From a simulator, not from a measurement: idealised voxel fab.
Process module, titled voxel double patterning
Square cells of 5 nm make up the cross-section cut, whose width is 165 nm.
How to read a cross-section here: the picture is a grid of square cells, written as bands going from the top down, and any band can span one or more rows of cells. Band entry format. Leading values: height of top, height of bottom, nm. Remainder: materials in left-to-right order, each with its width in nm. Special words: "full width" on a single material, which then fills the band edge to edge; "empty", empty space. The reference from which all heights are counted is 0, the level beneath which the as-received wafer is entirely one material; the lowest band, having no lower bound, proceeds downward and is written after the example "0 -> down". It should be noted that a width expressed as "30 to 40" varies in equal increments from row to row of cells within the band, taking the value of the first number at the top row and that of the second number at the bottom row. "nothing changed" means the step left every cell of the cross-section as it was. If an empty space has no open way to the top and is at least 8 cells in size, "Tabulated closed voids" lists it, written width x height at distance, where distance is measured from the left edge and every value is in nm. On a step's line, text after the settings is the simulator commenting on that step. The line of a step may include "overlay nm". On a step with a mask, this value is how far to the right of its planned place the mask lay. A negative value means the mask lay to the left.
**Steps in the process plan**
1. RECEIVE, material Si
2. CONFORMAL_DEP, material SiO2, thk nm 10
3. DIRECTIONAL_DEP, material polySi, thk nm 15
4. DIRECTIONAL_DEP, material SiN, thk nm 10
5. DIRECTIONAL_DEP, material aC, thk nm 10
6. PATTERN, tone open, mask id FIRST, material resist, width nm 15, pitch nm 50, thk nm 30, overlay nm 0
7. DIRECTIONAL_ETCH, etch materials aC, depth nm 10
8. STRIP, etch materials resist
9. DIRECTIONAL_ETCH, etch materials SiN, depth nm 10
10. STRIP, etch materials aC
11. DIRECTIONAL_DEP, material aC, thk nm 10
12. PATTERN, tone open, mask id SECOND, material resist, width nm 15, pitch nm 50, thk nm 30, overlay nm 0
13. DIRECTIONAL_ETCH, etch materials aC, depth nm 10
14. STRIP, etch materials resist
15. DIRECTIONAL_ETCH, etch materials SiN, depth nm 10
16. STRIP, etch materials aC
17. DIRECTIONAL_ETCH, etch materials polySi, depth nm 15
18. STRIP, etch materials SiN
**first wafer, as planned**
**The cross-section here shows the wafer as received, i.e. in its state after step 1**
* 0 -> down  Si full width
* Tabulated closed voids: none
**Presented here is a cross-section of the wafer after step 2 has been performed**
* 10 -> 0  SiO2 full width
* No changes below 0.
**Presented here is a cross-section of the wafer after step 3 has been performed**
* 25 -> 10  polySi full width
* No changes below 10.
**Presented here is a cross-section of the wafer after step 4 has been performed**
* 35 -> 25  SiN full width
* No changes below 25.
**Presented here is a cross-section of the wafer after step 5 has been performed**
* 45 -> 35  aC full width
* No changes below 35.
**Presented here is a cross-section of the wafer after step 6 has been performed**
* 75 -> 45  resist=25 / empty=15 / resist=35 / empty=15 / resist=35 / empty=15 / resist=25
* No changes below 45.
**Presented here is a cross-section of the wafer after step 7 has been performed**
* 65 -> 45  resist=25 / empty=15 / resist=35 / empty=15 / resist=35 / empty=15 / resist=25
* 45 -> 35  aC=25 / empty=15 / aC=35 / empty=15 / aC=35 / empty=15 / aC=25
* No changes below 35.
**Presented here is a cross-section of the wafer after step 8 has been performed**
* 45 -> 35  aC=25 / empty=15 / aC=35 / empty=15 / aC=35 / empty=15 / aC=25
* No changes below 35.
**Presented here is a cross-section of the wafer after step 9 has been performed**
* 45 -> 35  aC=25 / empty=15 / aC=35 / empty=15 / aC=35 / empty=15 / aC=25
* 35 -> 25  SiN=25 / empty=15 / SiN=35 / empty=15 / SiN=35 / empty=15 / SiN=25
* No changes below 25.
**Presented here is a cross-section of the wafer after step 10 has been performed**
* 35 -> 25  SiN=25 / empty=15 / SiN=35 / empty=15 / SiN=35 / empty=15 / SiN=25
* No changes below 25.
**Presented here is a cross-section of the wafer after step 11 has been performed**
* 45 -> 35  aC=25 / empty=15 / aC=35 / empty=15 / aC=35 / empty=15 / aC=25
* 35 -> 25  SiN=25 / aC=15 / SiN=35 / aC=15 / SiN=35 / aC=15 / SiN=25
* No changes below 25.
**Presented here is a cross-section of the wafer after step 12 has been performed**
* 75 -> 45  resist=50 / empty=15 / resist=35 / empty=15 / resist=50
* 45 -> 35  aC=25 / resist=15 / aC=35 / resist=15 / aC=35 / resist=15 / aC=25
* No changes below 35.
**Presented here is a cross-section of the wafer after step 13 has been performed**
* 65 -> 45  resist=50 / empty=15 / resist=35 / empty=15 / resist=50
* 45 -> 35  aC=25 / resist=15 / aC=10 / empty=15 / aC=10 / resist=15 / aC=10 / empty=15 / aC=10 / resist=15 / aC=25
* No changes below 35.
**Presented here is a cross-section of the wafer after step 14 has been performed**
* 45 -> 35  aC=25 / empty=15 / aC=10 / empty=15 / aC=10 / empty=15 / aC=10 / empty=15 / aC=10 / empty=15 / aC=25
* No changes below 35.
**Presented here is a cross-section of the wafer after step 15 has been performed**
* 45 -> 35  aC=25 / empty=15 / aC=10 / empty=15 / aC=10 / empty=15 / aC=10 / empty=15 / aC=10 / empty=15 / aC=25
* 35 -> 25  SiN=25 / aC=15 / SiN=10 / empty=15 / SiN=10 / aC=15 / SiN=10 / empty=15 / SiN=10 / aC=15 / SiN=25
* No changes below 25.
**Presented here is a cross-section of the wafer after step 16 has been performed**
* 35 -> 25  SiN=25 / empty=15 / SiN=10 / empty=15 / SiN=10 / empty=15 / SiN=10 / empty=15 / SiN=10 / empty=15 / SiN=25
* No changes below 25.
**Presented here is a cross-section of the wafer after step 17 has been performed**
* 35 -> 25  SiN=25 / empty=15 / SiN=10 / empty=15 / SiN=10 / empty=15 / SiN=10 / empty=15 / SiN=10 / empty=15 / SiN=25
* 25 -> 10  polySi=25 / empty=15 / polySi=10 / empty=15 / polySi=10 / empty=15 / polySi=10 / empty=15 / polySi=10 / empty=15 / polySi=25
* No changes below 10.
**Presented here is a cross-section of the wafer after step 18 has been performed**
* 25 -> 10  polySi=25 / empty=15 / polySi=10 / empty=15 / polySi=10 / empty=15 / polySi=10 / empty=15 / polySi=10 / empty=15 / polySi=25
* No changes below 10.
**Wafer two of the pair: same origin, same plan, one error during the run; identical to wafer one up to and including step 10**
**Look at the second wafer in cross-section at the time step 11 ought to have finished**
* 45 -> 35  SiO2=25 / empty=15 / SiO2=35 / empty=15 / SiO2=35 / empty=15 / SiO2=25
* 35 -> 25  SiN=25 / SiO2=15 / SiN=35 / SiO2=15 / SiN=35 / SiO2=15 / SiN=25
* No changes below 25.
**Look at the second wafer in cross-section at the time step 12 ought to have finished**
* 75 -> 45  resist=50 / empty=15 / resist=35 / empty=15 / resist=50
* 45 -> 35  SiO2=25 / resist=15 / SiO2=35 / resist=15 / SiO2=35 / resist=15 / SiO2=25
* No changes below 35.
**Look at the second wafer in cross-section at the time step 13 ought to have finished**
* 65 -> 45  resist=50 / empty=15 / resist=35 / empty=15 / resist=50
* No changes below 45.
**Look at the second wafer in cross-section at the time step 14 ought to have finished**
* 45 -> 35  SiO2=25 / empty=15 / SiO2=35 / empty=15 / SiO2=35 / empty=15 / SiO2=25
* No changes below 35.
Look at the second wafer in cross-section at the time step 15 ought to have finished: nothing changed
Look at the second wafer in cross-section at the time step 16 ought to have finished: nothing changed
Look at the second wafer in cross-section at the time step 17 ought to have finished: nothing changed
Look at the second wafer in cross-section at the time step 18 ought to have finished: nothing changed
The plan and the run diverged here: step 11 ran as: DIRECTIONAL_DEP, material SiO2, thk nm 10
Final wafer comparison in cells, second versus first, more or fewer per material: SiN +48; SiO2 +66; polySi +45
